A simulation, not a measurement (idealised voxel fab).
The process module presented herein is designated voxel gate over fins.
This is section cut - it's 280 nm across, gridded in 5 nm square cells.
Cross-section layout: square cells on a grid; listed as bands, top to bottom; a band spans one or more cell rows. The band entry comprises the height of the band's top followed by the height of its bottom, expressed in nm, and subsequently the band's materials from left to right, each stated together with its width in nm. Where a single material is marked with the word "edge to edge", that material fills the band from edge to edge. The word "blank" represents empty space. Convention: height 0 is the level below which the wafer, as received, is all one material. The lowest band does not terminate at the bottom but continues downward, represented as "from 0 down". The expression "30->40" gives the width at the extremes of the band, the first number at its top row of cells and the second at its bottom row, with the width changing by equal amounts from each row to the next in between. Reading "nothing altered" for a step: not a cell of the cross-section changed in it. In "Fully sealed cavities" the enclosed voids are listed, meaning empty spaces of 8 cells or larger without any opening to the top. The form is width x height at distance, distance from the left edge, units nm. On a step's line, text after the settings is the simulator commenting on that step. "overlay nm" on a masked step: distance the mask lay right of its planned place, negative for left.

[Intended process steps]
step 1: RECEIVE, material Si
step 2: CONFORMAL_DEP, material SiN, thk nm 10
step 3: MASKED_ETCH, tone cover, mask id FINS, width nm 15, pitch nm 45, etch materials SiN, depth nm 10, overlay nm 0
step 4: MASKED_ETCH, tone cover, mask id FINS, width nm 15, pitch nm 45, etch materials Si, depth nm 30, overlay nm -15
step 5: OXIDIZE, depth nm 5
step 6: FILL_DEP, material SiO2, thk nm 5
step 7: CMP, height nm 10
step 8: SELECTIVE_ETCH, etch materials SiO2, depth nm 20
step 9: STRIP, etch materials SiN
step 10: CONFORMAL_DEP, material HfO2, thk nm 5
step 11: CONFORMAL_DEP, material TiN, thk nm 5
step 12: CONFORMAL_DEP, material TiAl, thk nm 5
step 13: CONFORMAL_DEP, material TiN, thk nm 5
step 14: FILL_DEP, material W, thk nm 15
step 15: CMP, height nm 30
step 16: CONFORMAL_DEP, material SiN, thk nm 10
Across this set of wafers, the varied parameter is the overlay nm of step 4. Starting conditions are identical for every wafer, and the plan reports the value assigned to the first wafer.

[Cross-section of the first of several wafers as received (after step 1)]
> from 0 down | Si edge to edge
> Fully sealed cavities: none

[Table: wafers, a row each; end-of-module cell change per material since receipt, gain (+), loss (-); then closed voids]
overlay nm -15; +64 HfO2; -342 Si; +112 SiN; +240 SiO2; +63 TiAl; +126 TiN; +185 W; Fully sealed cavities: none
overlay nm -10; +64 HfO2; -354 Si; +112 SiN; +250 SiO2; +64 TiAl; +126 TiN; +186 W; Fully sealed cavities: none
overlay nm -5; +64 HfO2; -366 Si; +112 SiN; +260 SiO2; +64 TiAl; +127 TiN; +187 W; Fully sealed cavities: none
overlay nm 0; +64 HfO2; -378 Si; +112 SiN; +270 SiO2; +64 TiAl; +128 TiN; +188 W; Fully sealed cavities: none
overlay nm 5; +64 HfO2; -366 Si; +112 SiN; +260 SiO2; +64 TiAl; +127 TiN; +187 W; Fully sealed cavities: none
overlay nm 10; +64 HfO2; -354 Si; +112 SiN; +250 SiO2; +64 TiAl; +126 TiN; +186 W; Fully sealed cavities: none
overlay nm 15; +64 HfO2; -342 Si; +112 SiN; +240 SiO2; +63 TiAl; +126 TiN; +185 W; Fully sealed cavities: none
